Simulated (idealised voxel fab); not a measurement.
voxel gate over fins: a process module
Section cut is 215 nm wide and gridded with 5 nm square cells.
Cross-section, as written here: a square-cell grid given band by band from the top down, where a band holds one or more rows of cells. Within each band entry, the heights of the top and of the bottom of the band appear first, in that order and in nm; the materials of the band then follow from left to right, each with its corresponding width in nm. The designation "full width" on a single material indicates that it fills the band from edge to edge; the designation "air" indicates empty space. It should be noted that heights are counted from 0, beneath which the wafer as supplied is of one material throughout, and that the lowest band possesses no lower boundary but continues downward, as written in "top 0, no bottom". A width given as "30->40" starts at the first number in the band's top row and ends at the second number in its bottom row, shifting by an equal amount at every step from row to row. No cell of the cross-section changed in a step that is given as "remained the same". Entry "Trapped voids" = empty spaces >= 8 cells with no open way to the top; each as width x height at distance, distance from left edge, all nm. Text after the settings on a step's line: the simulator's own remark on that step. "overlay nm" denotes, for a step that has a mask, the displacement of the mask to the right of its planned place, with negative values corresponding to the left.
[Below is the list of planned process steps]
- 1: RECEIVE,material Si
- 2: CONFORMAL_DEP,material SiN,thk nm 5
- 3: MASKED_ETCH,tone cover,mask id FINS,width nm 15,pitch nm 60,etch materials SiN,depth nm 5,overlay nm 0
- 4: MASKED_ETCH,tone cover,mask id FINS,width nm 15,pitch nm 60,etch materials Si,depth nm 30,overlay nm 0
- 5: FILL_DEP,material SiO2,thk nm 5
- 6: CMP,height nm 5
- 7: MASKED_ETCH,tone open,mask id RAIL,width nm 15,etch materials SiO2,depth nm 30,overlay nm 0
- 8: CONFORMAL_DEP,material TiN,thk nm 5
- 9: FILL_DEP,material W,thk nm 5
- 10: CMP,height nm 5
- 11: SELECTIVE_ETCH,etch materials W Ru TiN,depth nm 25
- 12: FILL_DEP,material SiO2,thk nm 5
- 13: CMP,height nm 5
- 14: SELECTIVE_ETCH,etch materials SiO2,depth nm 15
- 15: STRIP,etch materials SiN
- 16: CONFORMAL_DEP,material HfO2,thk nm 5
- 17: CONFORMAL_DEP,material TiN,thk nm 5
- 18: CONFORMAL_DEP,material TiAl,thk nm 5
- 19: CONFORMAL_DEP,material TiN,thk nm 5
- 20: FILL_DEP,material W,thk nm 10
- 21: CMP,height nm 25
- 22: CONFORMAL_DEP,material SiN,thk nm 5
[Incoming wafer in cross-section (state: after step 1)]
  top 0, no bottom | Si full width
  Trapped voids: none
[Result of the module, cross-sectioned: start per above, plan per above, one error in how it was run]
  top 30, bottom 25 | SiN full width
  top 25, bottom 15 | W full width
  top 15, bottom 10 | W 55 nm / TiN 45 nm / W 15 nm / TiN 45 nm / W 55 nm
  top 10, bottom 5 | W 55 nm / TiN 5 nm / TiAl 35 nm / TiN 5 nm / W 15 nm / TiN 5 nm / TiAl 35 nm / TiN 5 nm / W 55 nm
  top 5, bottom 0 | TiN 60 nm / TiAl 5 nm / HfO2 25 nm / TiAl 5 nm / TiN 25 nm / TiAl 5 nm / HfO2 25 nm / TiAl 5 nm / TiN 60 nm
  top 0, bottom -5 | TiAl 65 nm / HfO2 5 nm / Si 15 nm / HfO2 5 nm / TiAl 35 nm / HfO2 5 nm / Si 15 nm / HfO2 5 nm / TiAl 65 nm
  top -5, bottom -10 | HfO2 70 nm / Si 15 nm / HfO2 45 nm / Si 15 nm / HfO2 70 nm
  top -10, bottom -20 | SiO2 70 nm / Si 15 nm / SiO2 45 nm / Si 15 nm / SiO2 70 nm
  top -20, bottom -25 | SiO2 70 nm / Si 15 nm / SiO2 15 nm / TiN 15 nm / SiO2 15 nm / Si 15 nm / SiO2 70 nm
  top -25, bottom -30 | SiO2 70 nm / Si 15 nm / SiO2 45 nm / Si 15 nm / SiO2 70 nm
  top -30, no bottom | Si full width
  Trapped voids: none
Run error: step 17 of the plan was excluded from execution and never run
